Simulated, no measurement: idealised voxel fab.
process module | voxel spacer lines
cross-section cut | 175 nm wide | cells 5 nm
A cross-section is a grid of square cells, given in bands from the top down. A band is one or more rows of cells.
Each band's line starts with the height of the band's top and of its bottom, in nm. Then come its materials from left to right, each with its width in nm. One material with "throughout" fills the band from edge to edge. "air" is empty space.
Height 0 is the level under which the wafer as received is all one material. The lowest band goes on downwards, as in "0 down".
A width such as "30 to 40" changes by the same amount from each row of cells to the next, from the band's top row to its bottom row.
"no change" after a step means that no cell of the cross-section changed.
closed voids: empty space of 8 cells or more with no open way to the top, each as width x height at its distance from the left edge, in nm
after a step's settings: what the simulator itself notes on the step
overlay nm, on a step with a mask: how far to the right of its planned place the mask lay; to the left if negative
plan
1 op RECEIVE | material Si
2 op CONFORMAL_DEP | material Al2O3 | thk nm 5
3 op DIRECTIONAL_DEP | material SiN | thk nm 15
4 op DIRECTIONAL_DEP | material aC | thk nm 25
5 op PATTERN | tone cover | mask id MANDREL | material resist | width nm 15 | pitch nm 50 | thk nm 30 | overlay nm 0
6 op DIRECTIONAL_ETCH | etch materials aC | depth nm 25
7 op STRIP | etch materials resist
8 op CONFORMAL_DEP | material SiO2 | thk nm 10
9 op DIRECTIONAL_ETCH | etch materials SiO2 | depth nm 10
10 op STRIP | etch materials aC
11 op DIRECTIONAL_ETCH | etch materials SiN | depth nm 15
12 op STRIP | etch materials SiO2
varied across the wafers: width nm of step 5. The plan shows the first wafer's value. All wafers start alike
first wafer as received, after step 1
  0 down: Si throughout
  closed voids: none
first wafer at the end, after step 12
  20 to 5: air 20 | SiN 10 | air 15 | SiN 10 | air 15 | SiN 10 | air 15 | SiN 10 | air 15 | SiN 10 | air 15 | SiN 10 | air 20
  5 to 0: Al2O3 throughout
  0 down: Si throughout
  closed voids: none
last wafer at the end
  20 to 5: air 15 | SiN 10 | air 30 | SiN 20 | air 30 | SiN 20 | air 30 | SiN 10 | air 10
  5 to 0: Al2O3 throughout
  0 down: Si throughout
  closed voids: none
each wafer at the end: cells of each material gained (+) or lost (-) since it was received, then its closed voids
width nm 15 | +35 Al2O3 | +36 SiN | closed voids: none
width nm 20 | +35 Al2O3 | +36 SiN | closed voids: none
width nm 25 | +35 Al2O3 | +36 SiN | closed voids: none
width nm 30 | +35 Al2O3 | +36 SiN | closed voids: none
